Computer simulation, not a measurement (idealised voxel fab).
The name of this process module is voxel fin reveal.
Shown is cross-section cut, with a width of 280 nm and square cells of size 5 nm.
Notation: cross-section as square-cell grid; stated in bands, top first, going down; one or more cell rows per band.
This entry defines a band. It first specifies the height of the band's top and the height of its bottom in nm, and then specifies the band's materials from left to right, stating each material with its width in nm. The word "full width" identifies a single material that fills the band from edge to edge, while the word "air" identifies empty space.
Height is counted from the level 0, under which the received wafer is composed throughout of one material. The lowest of the bands is not closed at the bottom but continues downward, in the notation "0 down".
Note: "30 to 40" means the width goes from the first number (top row of the band) to the second number (bottom row) in equal steps per row of cells.
"no alterations made" for a step: no cell of the cross-section changed in that step.
Heads up: "Entrapped void list" only lists the empty pockets with no open path to the top that are 8 cells or more, and it writes them as width x height at distance, distance from the left edge, in nm.
That trailing text on a step's line, after the settings, is the simulator's own remark on the step.
"overlay nm" answers the question of how far to the right of plan the mask lay on a step that has a mask, and when it is negative the answer is to the left.
Structure of the following material. The material consists of pairs of cross-sections. Each pair comprises the cross-section before one process step and the cross-section after that step, the latter shown only down to the lowest band that changed. The step between the cross-sections is specified beneath each pair, including its settings. Pairs are not necessarily consecutive: they may derive from different runs of this module performed on the same starting wafer. Continuity with the pair above is to be assumed only where the entry headed "Before step" of the pair in question states it.
Before step:
  0 down: Si full width
  Entrapped void list: none
Section, Post-Step:
  10 to 0: SiN full width
  Note: structure below 0 unchanged.
  Entrapped void list: none
Link between the two cross-sections above: op CONFORMAL_DEP | material SiN | thk nm 10
Before step: refer to the pair immediately above; the cross-section shown after its step is the state before this one.
Section, Post-Step:
  10 to 0: 70 of air / 15 of SiN / 25 of air / 15 of SiN / 25 of air / 15 of SiN / 25 of air / 15 of SiN / 75 of air
  Note: structure below 0 unchanged.
  Entrapped void list: none
Link between the two cross-sections above: op MASKED_ETCH | tone cover | mask id FINS | width nm 15 | pitch nm 40 | etch materials SiN | depth nm 10 | overlay nm 0
Before step: refer to the pair immediately above; the cross-section shown after its step is the state before this one.
Section, Post-Step:
  10 to 0: 70 of air / 15 of SiN / 25 of air / 15 of SiN / 25 of air / 15 of SiN / 25 of air / 15 of SiN / 75 of air
  0 to -40: 70 of air / 15 of Si / 25 of air / 15 of Si / 25 of air / 15 of Si / 25 of air / 15 of Si / 75 of air
  Note: structure below -40 unchanged.
  Entrapped void list: none
Link between the two cross-sections above: op MASKED_ETCH | tone cover | mask id FINS | width nm 15 | pitch nm 40 | etch materials Si | depth nm 40 | overlay nm 0
Before step: refer to the pair immediately above; the cross-section shown after its step is the state before this one.
Section, Post-Step:
  15 to 10: SiO2 full width
  10 to 0: 70 of SiO2 / 15 of SiN / 25 of SiO2 / 15 of SiN / 25 of SiO2 / 15 of SiN / 25 of SiO2 / 15 of SiN / 75 of SiO2
  0 to -40: 70 of SiO2 / 15 of Si / 25 of SiO2 / 15 of Si / 25 of SiO2 / 15 of Si / 25 of SiO2 / 15 of Si / 75 of SiO2
  Note: structure below -40 unchanged.
  Entrapped void list: none
Link between the two cross-sections above: op FILL_DEP | material SiO2 | thk nm 5
Before step: refer to the pair immediately above; the cross-section shown after its step is the state before this one.
Section, Post-Step:
  10 to 0: 70 of SiO2 / 15 of SiN / 25 of SiO2 / 15 of SiN / 25 of SiO2 / 15 of SiN / 25 of SiO2 / 15 of SiN / 75 of SiO2
  Note: structure below 0 unchanged.
  Entrapped void list: none
Link between the two cross-sections above: op CMP | height nm 10
Before step: refer to the pair immediately above; the cross-section shown after its step is the state before this one.
Section, Post-Step:
  10 to 0: 70 of air / 15 of SiN / 25 of air / 15 of SiN / 25 of air / 15 of SiN / 25 of air / 15 of SiN / 75 of air
  0 to -30: 70 of air / 15 of Si / 25 of air / 15 of Si / 25 of air / 15 of Si / 25 of air / 15 of Si / 75 of air
  Note: structure below -30 unchanged.
  Entrapped void list: none
Link between the two cross-sections above: op SELECTIVE_ETCH | etch materials SiO2 | depth nm 40
Before step: refer to the pair immediately above; the cross-section shown after its step is the state before this one.
Section, Post-Step:
  0 to -30: 70 of air / 15 of Si / 25 of air / 15 of Si / 25 of air / 15 of Si / 25 of air / 15 of Si / 75 of air
  Note: structure below -30 unchanged.
  Entrapped void list: none
Link between the two cross-sections above: op STRIP | etch materials SiN
Before step:
  15 to 10: SiO2 full width
  10 to 0: 70 of SiO2 / 15 of SiN / 25 of SiO2 / 15 of SiN / 25 of SiO2 / 15 of SiN / 25 of SiO2 / 15 of SiN / 75 of SiO2
  0 to -40: 70 of SiO2 / 15 of Si / 25 of SiO2 / 15 of Si / 25 of SiO2 / 15 of Si / 25 of SiO2 / 15 of Si / 75 of SiO2
  -40 down: Si full width
  Entrapped void list: none
Section, Post-Step:
  20 to 10: SiO2 full width
  Note: structure below 10 unchanged.
  Entrapped void list: none
Link between the two cross-sections above: op FILL_DEP | material SiO2 | thk nm 5
Before step: refer to the pair immediately above; the cross-section shown after its step is the state before this one.
Section, Post-Step:
  10 to 0: 70 of SiO2 / 15 of SiN / 25 of SiO2 / 15 of SiN / 25 of SiO2 / 15 of SiN / 25 of SiO2 / 15 of SiN / 75 of SiO2
  Note: structure below 0 unchanged.
  Entrapped void list: none
Link between the two cross-sections above: op CMP | height nm 10
Before step: refer to the pair immediately above; the cross-section shown after its step is the state before this one.
Section, Post-Step:
  10 to 0: 70 of SiO2 / 15 of air / 25 of SiO2 / 15 of air / 25 of SiO2 / 15 of air / 25 of SiO2 / 15 of air / 75 of SiO2
  Note: structure below 0 unchanged.
  Entrapped void list: none
Link between the two cross-sections above: op STRIP | etch materials SiN
Before step: refer to the pair immediately above; the cross-section shown after its step is the state before this one.
Section, Post-Step:
  0 to -30: 70 of air / 15 of Si / 25 of air / 15 of Si / 25 of air / 15 of Si / 25 of air / 15 of Si / 75 of air
  -30 to -40: 30 of SiO2 / 40 of air / 15 of Si / 25 of air / 15 of Si / 25 of air / 15 of Si / 25 of air / 15 of Si / 40 of air / 35 of SiO2
  Note: structure below -40 unchanged.
  Entrapped void list: none
Link between the two cross-sections above: op SELECTIVE_ETCH | etch materials SiO2 | depth nm 40
Before step:
  10 to 0: 70 of air / 15 of SiN / 25 of air / 15 of SiN / 25 of air / 15 of SiN / 25 of air / 15 of SiN / 75 of air
  0 down: Si full width
  Entrapped void list: none
Section, Post-Step:
  10 to 0: 70 of air / 15 of SiN / 25 of air / 15 of SiN / 25 of air / 15 of SiN / 25 of air / 15 of SiN / 75 of air
  0 to -35: 70 of air / 15 of Si / 25 of air / 15 of Si / 25 of air / 15 of Si / 25 of air / 15 of Si / 75 of air
  Note: structure below -35 unchanged.
  Entrapped void list: none
Link between the two cross-sections above: op MASKED_ETCH | tone cover | mask id FINS | width nm 15 | pitch nm 40 | etch materials Si | depth nm 35 | overlay nm 0
Before step: refer to the pair immediately above; the cross-section shown after its step is the state before this one.
Section, Post-Step:
  15 to 10: SiO2 full width
  10 to 0: 70 of SiO2 / 15 of SiN / 25 of SiO2 / 15 of SiN / 25 of SiO2 / 15 of SiN / 25 of SiO2 / 15 of SiN / 75 of SiO2
  0 to -35: 70 of SiO2 / 15 of Si / 25 of SiO2 / 15 of Si / 25 of SiO2 / 15 of Si / 25 of SiO2 / 15 of Si / 75 of SiO2
  Note: structure below -35 unchanged.
  Entrapped void list: none
Link between the two cross-sections above: op FILL_DEP | material SiO2 | thk nm 5
Before step: refer to the pair immediately above; the cross-section shown after its step is the state before this one.
Section, Post-Step:
  10 to 0: 70 of SiO2 / 15 of SiN / 25 of SiO2 / 15 of SiN / 25 of SiO2 / 15 of SiN / 25 of SiO2 / 15 of SiN / 75 of SiO2
  Note: structure below 0 unchanged.
  Entrapped void list: none
Link between the two cross-sections above: op CMP | height nm 10
Before step: refer to the pair immediately above; the cross-section shown after its step is the state before this one.
Section, Post-Step:
  10 to 0: 70 of air / 15 of SiN / 25 of air / 15 of SiN / 25 of air / 15 of SiN / 25 of air / 15 of SiN / 75 of air
  0 to -30: 70 of air / 15 of Si / 25 of air / 15 of Si / 25 of air / 15 of Si / 25 of air / 15 of Si / 75 of air
  Note: structure below -30 unchanged.
  Entrapped void list: none
Link between the two cross-sections above: op SELECTIVE_ETCH | etch materials SiO2 | depth nm 40
Before step: refer to the pair immediately above; the cross-section shown after its step is the state before this one.
Section, Post-Step:
  0 to -30: 70 of air / 15 of Si / 25 of air / 15 of Si / 25 of air / 15 of Si / 25 of air / 15 of Si / 75 of air
  Note: structure below -30 unchanged.
  Entrapped void list: none
Link between the two cross-sections above: op STRIP | etch materials SiN
Before step:
  10 to 0: 70 of air / 15 of SiN / 25 of air / 15 of SiN / 25 of air / 15 of SiN / 25 of air / 15 of SiN / 75 of air
  0 to -30: 70 of air / 15 of Si / 25 of air / 15 of Si / 25 of air / 15 of Si / 25 of air / 15 of Si / 75 of air
  -30 to -40: 70 of SiO2 / 15 of Si / 25 of SiO2 / 15 of Si / 25 of SiO2 / 15 of Si / 25 of SiO2 / 15 of Si / 75 of SiO2
  -40 down: Si full width
  Entrapped void list: none
Section, Post-Step:
  10 to 0: 70 of air / 15 of SiN / 25 of air / 15 of SiN / 25 of air / 15 of SiN / 25 of air / 15 of SiN / 75 of air
  0 to -40: 70 of air / 15 of Si / 25 of air / 15 of Si / 25 of air / 15 of Si / 25 of air / 15 of Si / 75 of air
  Note: structure below -40 unchanged.
  Entrapped void list: none
Link between the two cross-sections above: op STRIP | etch materials SiO2
